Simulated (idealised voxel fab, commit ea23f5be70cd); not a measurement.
Documented hereafter: the process module known as voxel capacitor over wiring.
The width of the displayed cross-section, cut, is 200 nm; its cells are square, with a size of 5 nm.
Cross-section, as written here: a square-cell grid given band by band from the top down, where a band holds one or more rows of cells. Read a band's entry like this: the first values are the height of its top and the height of its bottom in nm, and what follows is the sequence of materials from left to right, each with its width in nm. Note that "blank" is empty space, and that a single material marked "full width" reaches across the band from edge to edge. Where do heights start? At 0: under that level the wafer as delivered is made of one material only. And the lowest band has no floor; it just carries on downward, as in "top 0, no bottom". A width given as "30 to 40" starts at the first number in the band's top row and ends at the second number in its bottom row, shifting by an equal amount at every step from row to row. "left unchanged" means the step left every cell of the cross-section as it was. "Closed internal voids" enumerates empty spaces isolated from the top, with no open way to it, that contain at least 8 cells, giving each as width x height at distance from the left edge, all three in nm. Whatever follows a step's settings on its line is a remark the simulator itself makes about that step. For masked steps, "overlay nm" on the step line gives how far right of plan the mask actually lay; a minus sign means it lay to the left.
[The planned process steps are enumerated hereunder]
1: RECEIVE (material Si)
2: CONFORMAL_DEP (material SiO2; thk nm 15)
3: DIRECTIONAL_DEP (material TiN; thk nm 5)
4: DIRECTIONAL_DEP (material Ru; thk nm 15)
5: PATTERN (tone cover; mask id METAL_1; material resist; width nm 25; pitch nm 85; thk nm 15; overlay nm 0)
6: DIRECTIONAL_ETCH (etch materials Ru; depth nm 15)
7: DIRECTIONAL_ETCH (etch materials TiN; depth nm 5)
8: STRIP (etch materials resist)
9: FILL_DEP (material lowk; thk nm 5)
10: CMP (height nm 35)
11: CONFORMAL_DEP (material SiCN; thk nm 5)
12: DIRECTIONAL_DEP (material SiO2; thk nm 10)
13: MASKED_ETCH (tone open; mask id PLUG_1; width nm 15; etch materials SiO2; depth nm 10; overlay nm 0)
14: MASKED_ETCH (tone open; mask id PLUG_1; width nm 15; etch materials SiCN; depth nm 5; overlay nm 0)
15: CONFORMAL_DEP (material TiN; thk nm 5)
16: FILL_DEP (material W; thk nm 5)
17: CMP (height nm 50)
18: DIRECTIONAL_DEP (material TiN; thk nm 10)
19: DIRECTIONAL_DEP (material HfO2; thk nm 5)
20: DIRECTIONAL_DEP (material TiN; thk nm 5)
21: DIRECTIONAL_DEP (material aC; thk nm 10)
22: PATTERN (tone cover; mask id UPPER_PLATE; material resist; width nm 65; thk nm 30; overlay nm 0)
23: DIRECTIONAL_ETCH (etch materials aC; depth nm 10)
24: STRIP (etch materials resist)
25: DIRECTIONAL_ETCH (etch materials TiN; depth nm 5)
26: DIRECTIONAL_ETCH (etch materials HfO2; depth nm 5)
27: STRIP (etch materials aC)
28: MASKED_ETCH (tone cover; mask id LOWER_PLATE; width nm 75; etch materials TiN; depth nm 10; overlay nm 0)
29: FILL_DEP (material SiO2; thk nm 20)
30: CMP (height nm 85)
31: MASKED_ETCH (tone open; mask id PLUG_2; width nm 15; etch materials SiO2; depth nm 15; overlay nm 0)
32: CONFORMAL_DEP (material TiN; thk nm 5)
33: FILL_DEP (material Cu; thk nm 5)
34: CMP (height nm 85)
35: CONFORMAL_DEP (material SiN; thk nm 5)
[Incoming wafer, cross-sectional view, post step 1]
* top 0, no bottom | Si full width
* Closed internal voids: none
[Sectioned view, first of two wafers, at the close of the module, processed as intended in the plan]
* top 90, bottom 85 | SiN full width
* top 85, bottom 75 | 65 SiO2; 5 TiN; 5 Cu; 5 TiN; 120 SiO2
* top 75, bottom 65 | 65 to 55 SiO2; 15 to 65 TiN; 120 to 80 SiO2
* top 65, bottom 60 | 55 SiO2; 65 HfO2; 80 SiO2
* top 60, bottom 50 | 50 SiO2; 75 TiN; 75 SiO2
* top 50, bottom 40 | 55 SiO2; 5 TiN; 5 W; 5 TiN; 130 SiO2
* top 40, bottom 35 | 55 SiCN; 15 TiN; 130 SiCN
* top 35, bottom 20 | 45 lowk; 25 Ru; 60 lowk; 25 Ru; 45 lowk
* top 20, bottom 15 | 45 lowk; 25 TiN; 60 lowk; 25 TiN; 45 lowk
* top 15, bottom 0 | SiO2 full width
* top 0, no bottom | Si full width
* Closed internal voids: none
[This cross-section belongs to the second wafer of two at the end of the module; the start and the plan were shared with the first, and the run included one mistake]
* top 90, bottom 85 | SiN full width
* top 85, bottom 75 | 65 SiO2; 5 TiN; 5 Cu; 5 TiN; 120 SiO2
* top 75, bottom 70 | 65 SiO2; 15 TiN; 120 SiO2
* top 70, bottom 65 | SiO2 full width
* top 65, bottom 60 | 55 SiO2; 65 HfO2; 80 SiO2
* top 60, bottom 50 | 50 SiO2; 75 TiN; 75 SiO2
* top 50, bottom 40 | 55 SiO2; 5 TiN; 5 W; 5 TiN; 130 SiO2
* top 40, bottom 35 | 55 SiCN; 15 TiN; 130 SiCN
* top 35, bottom 20 | 45 lowk; 25 Ru; 60 lowk; 25 Ru; 45 lowk
* top 20, bottom 15 | 45 lowk; 25 TiN; 60 lowk; 25 TiN; 45 lowk
* top 15, bottom 0 | SiO2 full width
* top 0, no bottom | Si full width
* Closed internal voids: none
What went wrong in running the wafer? step 20 was dropped from the plan's execution and never run
Looking at both finished wafers in cells, the second ends up ahead of or behind the first on some materials: +13 SiO2; -13 TiN
